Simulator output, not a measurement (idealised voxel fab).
Process module under the name voxel wiring stack
Square cells of 5 nm make up the cross-section cut, whose width is 235 nm.
How to read a cross-section here: the picture is a grid of square cells, written as bands going from the top down, and any band can span one or more rows of cells.
The band entry comprises the height of the band's top followed by the height of its bottom, expressed in nm, and subsequently the band's materials from left to right, each stated together with its width in nm. Where a single material is marked with the word "everywhere", that material fills the band from edge to edge. The word "blank" represents empty space.
The reference from which all heights are counted is 0, the level beneath which the as-received wafer is entirely one material; the lowest band, having no lower bound, proceeds downward and is written after the example "z 0 and below".
Quick explanation for "30->40": the width changes in equal steps down the rows of cells, from the first number in the band's top row to the second number in its bottom row.
The designation "no alteration", where it is given for a processing step, indicates that no cell of the cross-section was altered in the course of that step.
Heads up: "Fully sealed voids" only lists the empty pockets with no open path to the top that are 8 cells or more, and it writes them as width x height at distance, distance from the left edge, in nm.
Read whatever lies past the settings on a step's line as the simulator's own remark about the step.
Among the settings permitted on a step's line is "overlay nm"; applied to a step with a mask, it specifies the extent to which the mask lay to the right of its planned position, whereas a negative figure signifies a position to the left.
### plan
1) RECEIVE (material Si)
2) CONFORMAL_DEP (material SiO2; thk nm 10)
3) DIRECTIONAL_DEP (material TiN; thk nm 5)
4) DIRECTIONAL_DEP (material W; thk nm 20)
5) PATTERN (tone cover; mask id METAL_1; material resist; width nm 20; pitch nm 40; thk nm 20; overlay nm 0)
6) DIRECTIONAL_ETCH (etch materials W; depth nm 20)
7) DIRECTIONAL_ETCH (etch materials TiN; depth nm 5)
8) STRIP (etch materials resist)
9) FILL_DEP (material lowk; thk nm 5)
10) CMP (height nm 35)
11) CONFORMAL_DEP (material SiCN; thk nm 5)
12) DIRECTIONAL_DEP (material lowk; thk nm 30)
13) PATTERN (tone open; mask id METAL_2; material resist; width nm 20; pitch nm 40; thk nm 20; overlay nm 0)
14) DIRECTIONAL_ETCH (etch materials lowk; depth nm 20)
15) STRIP (etch materials resist)
16) MASKED_ETCH (tone open; mask id METAL_2_HOLES; width nm 15; etch materials lowk; depth nm 10; overlay nm 0)
17) MASKED_ETCH (tone open; mask id METAL_2_HOLES; width nm 15; etch materials SiCN; depth nm 5; overlay nm 0)
18) CONFORMAL_DEP (material TiN; thk nm 5)
19) FILL_DEP (material Cu; thk nm 5)
20) CMP (height nm 70)
21) CONFORMAL_DEP (material SiCN; thk nm 5)
22) DIRECTIONAL_DEP (material lowk; thk nm 35)
23) DIRECTIONAL_DEP (material aC; thk nm 10)
24) PATTERN (tone open; mask id METAL_3; material resist; width nm 20; pitch nm 40; thk nm 30; overlay nm 0)
25) DIRECTIONAL_ETCH (etch materials aC; depth nm 10)
26) STRIP (etch materials resist)
27) DIRECTIONAL_ETCH (etch materials lowk; depth nm 20)
28) STRIP (etch materials aC)
29) DIRECTIONAL_DEP (material aC; thk nm 15)
30) PATTERN (tone open; mask id METAL_3_HOLES; material resist; width nm 15; thk nm 35; overlay nm 0)
31) DIRECTIONAL_ETCH (etch materials aC; depth nm 15)
32) STRIP (etch materials resist)
33) DIRECTIONAL_ETCH (etch materials lowk; depth nm 15)
34) DIRECTIONAL_ETCH (etch materials SiCN; depth nm 5)
35) STRIP (etch materials aC)
36) CONFORMAL_DEP (material TiN; thk nm 5)
37) FILL_DEP (material Cu; thk nm 5)
38) CMP (height nm 110)
39) CONFORMAL_DEP (material SiCN; thk nm 5)
40) DIRECTIONAL_DEP (material lowk; thk nm 10)
41) MASKED_ETCH (tone open; mask id PLUG_3; width nm 15; pitch nm 40; etch materials lowk; depth nm 10; overlay nm 0)
42) MASKED_ETCH (tone open; mask id PLUG_3; width nm 15; pitch nm 40; etch materials SiCN; depth nm 5; overlay nm 0)
43) EPI (material Ru; thk nm 10)
44) EPI (material Ru; thk nm 5)
45) CONFORMAL_DEP (material SiN; thk nm 5)
46) DIRECTIONAL_DEP (material lowk; thk nm 20)
47) MASKED_ETCH (tone open; mask id METAL_4; width nm 20; pitch nm 40; etch materials lowk; depth nm 20; overlay nm 0)
48) MASKED_ETCH (tone open; mask id METAL_4; width nm 20; pitch nm 40; etch materials SiN; depth nm 5; overlay nm 0)
49) CONFORMAL_DEP (material TiN; thk nm 5)
50) FILL_DEP (material Ru; thk nm 5)
51) CMP (height nm 150)
52) EPI (material Ru; thk nm 5)
53) FILL_DEP (material SiCN; thk nm 5)
### Incoming wafer, cross-sectional view, post step 1
	z 0 and below: Si everywhere
	Fully sealed voids: none
### Cross-sectional view of the first of the two wafers upon completion of the module, processed in accordance with the plan
	z 160 to 155: SiCN everywhere
	z 155 to 150: 80 SiCN; 30 Ru; 10 SiCN; 30 Ru; 85 SiCN
	z 150 to 130: 85 lowk; 5 TiN; 10 Ru; 5 TiN; 20 lowk; 5 TiN; 10 Ru; 5 TiN; 90 lowk
	z 130 to 125: 85 SiN; 20 TiN; 20 SiN; 20 TiN; 90 SiN
	z 125 to 115: 85 lowk; 15 Ru; 25 lowk; 15 Ru; 95 lowk
	z 115 to 110: 85 SiCN; 15 Ru; 25 SiCN; 15 Ru; 95 SiCN
	z 110 to 95: 85 lowk; 5 TiN; 10 Cu; 5 TiN; 20 lowk; 5 TiN; 10 Cu; 5 TiN; 90 lowk
	z 95 to 90: 85 lowk; 5 TiN; 5 Cu; 10 TiN; 20 lowk; 20 TiN; 90 lowk
	z 90 to 75: 85 lowk; 5 TiN; 5 Cu; 5 TiN; 135 lowk
	z 75 to 70: 85 SiCN; 15 TiN; 135 SiCN
	z 70 to 55: 85 lowk; 5 TiN; 10 Cu; 5 TiN; 20 lowk; 5 TiN; 10 Cu; 5 TiN; 90 lowk
	z 55 to 50: 85 lowk; 5 TiN; 5 Cu; 10 TiN; 20 lowk; 20 TiN; 90 lowk
	z 50 to 40: 85 lowk; 5 TiN; 5 Cu; 5 TiN; 135 lowk
	z 40 to 35: 85 SiCN; 15 TiN; 135 SiCN
	z 35 to 15: 85 lowk; 20 W; 20 lowk; 20 W; 90 lowk
	z 15 to 10: 85 lowk; 20 TiN; 20 lowk; 20 TiN; 90 lowk
	z 10 to 0: SiO2 everywhere
	z 0 and below: Si everywhere
	Fully sealed voids: none
### Wafer two, end of module, cross-section. Same start, same plan as wafer one. One mistake in the run
	z 155 to 150: 80 blank; 30 Ru; 10 blank; 30 Ru; 85 blank
	z 150 to 130: 85 lowk; 5 TiN; 10 Ru; 5 TiN; 20 lowk; 5 TiN; 10 Ru; 5 TiN; 90 lowk
	z 130 to 125: 85 SiN; 20 TiN; 20 SiN; 20 TiN; 90 SiN
	z 125 to 115: 85 lowk; 15 Ru; 25 lowk; 15 Ru; 95 lowk
	z 115 to 110: 85 SiCN; 15 Ru; 25 SiCN; 15 Ru; 95 SiCN
	z 110 to 95: 85 lowk; 5 TiN; 10 Cu; 5 TiN; 20 lowk; 5 TiN; 10 Cu; 5 TiN; 90 lowk
	z 95 to 90: 85 lowk; 5 TiN; 5 Cu; 10 TiN; 20 lowk; 20 TiN; 90 lowk
	z 90 to 75: 85 lowk; 5 TiN; 5 Cu; 5 TiN; 135 lowk
	z 75 to 70: 85 SiCN; 15 TiN; 135 SiCN
	z 70 to 55: 85 lowk; 5 TiN; 10 Cu; 5 TiN; 20 lowk; 5 TiN; 10 Cu; 5 TiN; 90 lowk
	z 55 to 50: 85 lowk; 5 TiN; 5 Cu; 10 TiN; 20 lowk; 20 TiN; 90 lowk
	z 50 to 40: 85 lowk; 5 TiN; 5 Cu; 5 TiN; 135 lowk
	z 40 to 35: 85 SiCN; 15 TiN; 135 SiCN
	z 35 to 15: 85 lowk; 20 W; 20 lowk; 20 W; 90 lowk
	z 15 to 10: 85 lowk; 20 TiN; 20 lowk; 20 TiN; 90 lowk
	z 10 to 0: SiO2 everywhere
	z 0 and below: Si everywhere
	Fully sealed voids: none
Misprocessing identified: it should be noted that step 53 of the plan was omitted and was not performed
Materials where the second wafer ends with more or fewer cells than the first: SiCN: 82 fewer
